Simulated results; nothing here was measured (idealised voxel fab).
Documented hereafter: the process module known as voxel gate over fins.
Shown is cross-section cut, with a width of 250 nm and square cells of size 5 nm.
Reading order for cross-sections: top band down to bottom band. Underlying form: a grid of square cells. Band size: one or more rows of cells.
Heights first: top, then bottom, in nm. Then materials, left to right, each with a width in nm. "edge to edge" on a single material: fills the band edge to edge. "blank": empty space.
Where do heights start? At 0: under that level the wafer as delivered is made of one material only. And the lowest band has no floor; it just carries on downward, as in "0 nm and below".
Width spec "30 to 40" -> top row of cells at first value, bottom row at second value, equal per-row change in between.
"everything unchanged" for a step: no cell of the cross-section changed in that step.
Reported under the label "Enclosed cavity list" are the empty spaces having no open way to the top and comprising 8 cells or more; the notation for each is width x height at distance, in which the distance is measured from the left edge and all three values are in nm.
What comes after the settings on a step's line is commentary from the simulator itself on that step.
overlay nm, on a step with a mask: how far to the right of its planned place the mask lay; to the left if negative

THE PLANNED PROCESS STEPS ARE ENUMERATED HEREUNDER
1. RECEIVE [material Si]
2. CONFORMAL_DEP [material SiN] [thk nm 10]
3. DIRECTIONAL_DEP [material aC] [thk nm 15]
4. PATTERN [tone cover] [mask id FINS] [material resist] [width nm 15] [pitch nm 35] [thk nm 30] [overlay nm -15]
5. DIRECTIONAL_ETCH [etch materials aC] [depth nm 15]
6. STRIP [etch materials resist]
7. DIRECTIONAL_ETCH [etch materials SiN] [depth nm 10]
8. DIRECTIONAL_ETCH [etch materials Si] [depth nm 40]
9. STRIP [etch materials aC]
10. FILL_DEP [material SiO2] [thk nm 15]
11. CMP [height nm 10]
12. SELECTIVE_ETCH [etch materials SiO2] [depth nm 25]
13. STRIP [etch materials SiN]
14. CONFORMAL_DEP [material HfO2] [thk nm 5]
15. CONFORMAL_DEP [material TiN] [thk nm 5]
16. CONFORMAL_DEP [material TiAl] [thk nm 5]
17. CONFORMAL_DEP [material TiN] [thk nm 5]
18. FILL_DEP [material W] [thk nm 15]
19. CMP [height nm 30]
20. CONFORMAL_DEP [material SiN] [thk nm 5]
The value of overlay nm given for step 4 in the plan refers to the first wafer; the wafers vary in this setting and are alike at the start.

RECEIVED WAFERS, FIRST OF SEVERAL: CROSS-SECTION AFTER STEP 1
> 0 nm and below = Si edge to edge
> Enclosed cavity list: none

WAFER ROWS, END OF MODULE: CELLS PER MATERIAL GAINED (+) OR LOST (-) SINCE RECEIPT; CLOSED VOIDS LAST
overlay nm -15; +62 HfO2; -352 Si; +50 SiN; +220 SiO2; +56 TiAl; +118 TiN; +196 W; Enclosed cavity list: none
overlay nm -10; +62 HfO2; -352 Si; +50 SiN; +220 SiO2; +56 TiAl; +118 TiN; +196 W; Enclosed cavity list: none
overlay nm -5; +62 HfO2; -352 Si; +50 SiN; +220 SiO2; +56 TiAl; +118 TiN; +196 W; Enclosed cavity list: none
overlay nm 0; +62 HfO2; -352 Si; +50 SiN; +220 SiO2; +56 TiAl; +118 TiN; +196 W; Enclosed cavity list: none
overlay nm 5; +62 HfO2; -352 Si; +50 SiN; +220 SiO2; +56 TiAl; +118 TiN; +196 W; Enclosed cavity list: none
overlay nm 10; +62 HfO2; -352 Si; +50 SiN; +220 SiO2; +56 TiAl; +118 TiN; +196 W; Enclosed cavity list: none
overlay nm 15; +62 HfO2; -352 Si; +50 SiN; +220 SiO2; +56 TiAl; +118 TiN; +196 W; Enclosed cavity list: none
